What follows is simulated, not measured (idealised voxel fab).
Process module, titled voxel air gaps
FYI the section here is cut, 250 nm wide, cells are 5 nm squares.
Think of the cross-section as a grid of square cells. We describe it in bands, top to bottom, and each band covers one or more rows of those cells.
This entry defines a band. It first specifies the height of the band's top and the height of its bottom in nm, and then specifies the band's materials from left to right, stating each material with its width in nm. The word "full width" identifies a single material that fills the band from edge to edge, while the word "air" identifies empty space.
Note: height 0 marks the level under which the wafer is uniformly one material as received. Lowest band unbounded below, written "z 0 and below".
Graded width ("30->40"): value in top row of band = first number; value in bottom row = second number; row-to-row change constant.
"nothing was modified" means the step left every cell of the cross-section as it was.
In the "Closed void listing" entry, you get each enclosed empty space of 8 cells or more, one with no open way to the top, written width x height at distance, distance from the left edge, in nm.
The remark found on a step's line after its settings is issued by the simulator itself and pertains to that step.
"overlay nm", when on a step's line for a step with a mask, measures how far to the right of its planned place the mask lay; a negative measure means to the left.
Steps in the process plan
1) RECEIVE | material Si
2) CONFORMAL_DEP | material SiO2 | thk nm 15
3) CONFORMAL_DEP | material SiN | thk nm 5
4) DIRECTIONAL_DEP | material SiO2 | thk nm 35
5) MASKED_ETCH | tone open | mask id LINES | width nm 25 | pitch nm 55 | etch materials SiO2 | depth nm 35 | overlay nm 0
6) CONFORMAL_DEP | material TiN | thk nm 5
7) FILL_DEP | material Cu | thk nm 5
8) CMP | height nm 55
9) EPI | material Ru | thk nm 10
10) SELECTIVE_ETCH | etch materials SiO2 | depth nm 45
11) CONFORMAL_DEP | material SiCN | thk nm 5
Cross-section: wafer on arrival = after step 1
  z 0 and below = Si full width
  Closed void listing: none
a wafer at the end: this start, this plan, one mistake
  z 60 to 55 = SiCN full width
  z 55 to 50 = SiN full width
  z 50 to 0 = SiO2 full width
  z 0 and below = Si full width
  Closed void listing: none
Here's what went sideways: steps 3 and 4 were swapped
